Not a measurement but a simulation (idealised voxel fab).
process module | voxel fin reveal
cross-section cut | 290 nm wide | cells 5 nm
A cross-section is a grid of square cells, given in bands from the top down. A band is one or more rows of cells.
Each band's line starts with the height of the band's top and of its bottom, in nm. Then come its materials from left to right, each with its width in nm. One material with "throughout" fills the band from edge to edge. "air" is empty space.
Height 0 is the level under which the wafer as received is all one material. The lowest band goes on downwards, as in "0 down".
A width such as "30 to 40" changes by the same amount from each row of cells to the next, from the band's top row to its bottom row.
"no change" after a step means that no cell of the cross-section changed.
closed voids: empty space of 8 cells or more with no open way to the top, each as width x height at its distance from the left edge, in nm
after a step's settings: what the simulator itself notes on the step
overlay nm, on a step with a mask: how far to the right of its planned place the mask lay; to the left if negative
plan
1 op RECEIVE | material Si
2 op CONFORMAL_DEP | material SiN | thk nm 5
3 op DIRECTIONAL_DEP | material aC | thk nm 15
4 op PATTERN | tone cover | mask id FINS | material resist | width nm 15 | pitch nm 35 | thk nm 30 | overlay nm 0
5 op DIRECTIONAL_ETCH | etch materials aC | depth nm 15
6 op STRIP | etch materials resist
7 op DIRECTIONAL_ETCH | etch materials SiN | depth nm 5
8 op DIRECTIONAL_ETCH | etch materials Si | depth nm 35
9 op STRIP | etch materials aC
10 op OXIDIZE | depth nm 5
11 op FILL_DEP | material SiO2 | thk nm 15
12 op CMP | height nm 5
13 op SELECTIVE_ETCH | etch materials SiO2 | depth nm 25
14 op STRIP | etch materials SiN
15 op CONFORMAL_DEP | material SiO2 | thk nm 5
as received, after step 1
  0 down: Si throughout
  closed voids: none
first wafer at the end, as planned
  5 to 0: air 85 | SiO2 15 | air 20 | SiO2 15 | air 20 | SiO2 15 | air 20 | SiO2 15 | air 85
  0 to -15: air 85 | SiO2 5 | Si 5 | SiO2 5 | air 20 | SiO2 5 | Si 5 | SiO2 5 | air 20 | SiO2 5 | Si 5 | SiO2 5 | air 20 | SiO2 5 | Si 5 | SiO2 5 | air 85
  -15 to -40: SiO2 90 | Si 5 | SiO2 30 | Si 5 | SiO2 30 | Si 5 | SiO2 30 | Si 5 | SiO2 90
  -40 down: Si throughout
  closed voids: none
second wafer at the end: like start, like plan, one mistake
  5 to 0: air 85 | SiO2 15 | air 20 | SiO2 15 | air 20 | SiO2 15 | air 20 | SiO2 15 | air 85
  0 to -35: air 85 | SiO2 5 | Si 5 | SiO2 5 | air 20 | SiO2 5 | Si 5 | SiO2 5 | air 20 | SiO2 5 | Si 5 | SiO2 5 | air 20 | SiO2 5 | Si 5 | SiO2 5 | air 85
  -35 to -40: SiO2 90 | Si 5 | SiO2 30 | Si 5 | SiO2 30 | Si 5 | SiO2 30 | Si 5 | SiO2 90
  -40 down: Si throughout
  closed voids: none
what went wrong: step 13 was run twice
at the end the second wafer has, in cells: 184 fewer of SiO2
